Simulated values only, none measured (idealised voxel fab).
process module | voxel capacitor over wiring
cross-section cut | 225 nm wide | cells 5 nm
A cross-section is a grid of square cells, given in bands from the top down. A band is one or more rows of cells.
Each band's line starts with the height of the band's top and of its bottom, in nm. Then come its materials from left to right, each with its width in nm. One material with "throughout" fills the band from edge to edge. "air" is empty space.
Height 0 is the level under which the wafer as received is all one material. The lowest band goes on downwards, as in "0 down".
A width such as "30 to 40" changes by the same amount from each row of cells to the next, from the band's top row to its bottom row.
"no change" after a step means that no cell of the cross-section changed.
closed voids: empty space of 8 cells or more with no open way to the top, each as width x height at its distance from the left edge, in nm
after a step's settings: what the simulator itself notes on the step
overlay nm, on a step with a mask: how far to the right of its planned place the mask lay; to the left if negative
plan
1 op RECEIVE | material Si
2 op CONFORMAL_DEP | material SiO2 | thk nm 15
3 op CONFORMAL_DEP | material SiN | thk nm 5
4 op DIRECTIONAL_DEP | material SiO2 | thk nm 25
5 op PATTERN | tone open | mask id METAL_1 | material resist | width nm 30 | pitch nm 80 | thk nm 15 | overlay nm 0
6 op DIRECTIONAL_ETCH | etch materials SiO2 | depth nm 25
7 op DIRECTIONAL_ETCH | etch materials SiN | depth nm 5
8 op STRIP | etch materials resist
9 op CONFORMAL_DEP | material TiN | thk nm 5
10 op FILL_DEP | material W | thk nm 10
11 op CMP | height nm 45
12 op CONFORMAL_DEP | material SiCN | thk nm 5
13 op DIRECTIONAL_DEP | material lowk | thk nm 15
14 op PATTERN | tone open | mask id PLUG_1 | material resist | width nm 15 | thk nm 20 | overlay nm 0
15 op DIRECTIONAL_ETCH | etch materials lowk | depth nm 15
16 op DIRECTIONAL_ETCH | etch materials SiCN | depth nm 5
17 op STRIP | etch materials resist
18 op EPI | material Ru | thk nm 10
19 op EPI | material Ru | thk nm 10
20 op DIRECTIONAL_DEP | material TiN | thk nm 10
21 op DIRECTIONAL_DEP | material HfO2 | thk nm 5
22 op DIRECTIONAL_DEP | material TiN | thk nm 10
23 op MASKED_ETCH | tone cover | mask id UPPER_PLATE | width nm 55 | etch materials TiN | depth nm 10 | overlay nm 0
24 op MASKED_ETCH | tone cover | mask id UPPER_PLATE | width nm 55 | etch materials HfO2 | depth nm 5 | overlay nm 0
25 op MASKED_ETCH | tone cover | mask id LOWER_PLATE | width nm 65 | etch materials TiN | depth nm 10 | overlay nm 0
26 op FILL_DEP | material SiO2 | thk nm 20
27 op CMP | height nm 105
28 op PATTERN | tone open | mask id PLUG_2 | material resist | width nm 15 | thk nm 15 | overlay nm 0
29 op DIRECTIONAL_ETCH | etch materials SiO2 | depth nm 15
30 op STRIP | etch materials resist
31 op CONFORMAL_DEP | material TiN | thk nm 5
32 op FILL_DEP | material Ru | thk nm 10
33 op CMP | height nm 105
34 op CONFORMAL_DEP | material SiN | thk nm 5
as received, after step 1
  0 down: Si throughout
  closed voids: none
a wafer at the end: this start, this plan, one mistake
  110 to 105: SiN throughout
  105 to 95: SiO2 80 | TiN 5 | Ru 5 | TiN 5 | SiO2 130
  95 to 90: SiO2 80 | TiN 15 | SiO2 130
  90 to 80: SiO2 85 | TiN 40 | SiO2 100
  80 to 75: SiO2 70 | TiN 15 | HfO2 40 | SiO2 100
  75 to 70: SiO2 65 | TiN 65 | SiO2 95
  70 to 65: SiO2 65 | TiN 5 | HfO2 15 | TiN 45 | SiO2 95
  65 to 55: lowk 70 | TiN 15 | lowk 140
  55 to 50: lowk 70 | Ru 15 | lowk 140
  50 to 45: SiCN 70 | Ru 15 | SiCN 140
  45 to 20: SiO2 55 | TiN 5 | W 20 | TiN 5 | SiO2 50 | TiN 5 | W 20 | TiN 5 | SiO2 60
  20 to 15: SiN 55 | TiN 30 | SiN 50 | TiN 30 | SiN 60
  15 to 0: SiO2 throughout
  0 down: Si throughout
  closed voids: none
what went wrong: one of the steps 18 and 19, which are alike, was left out
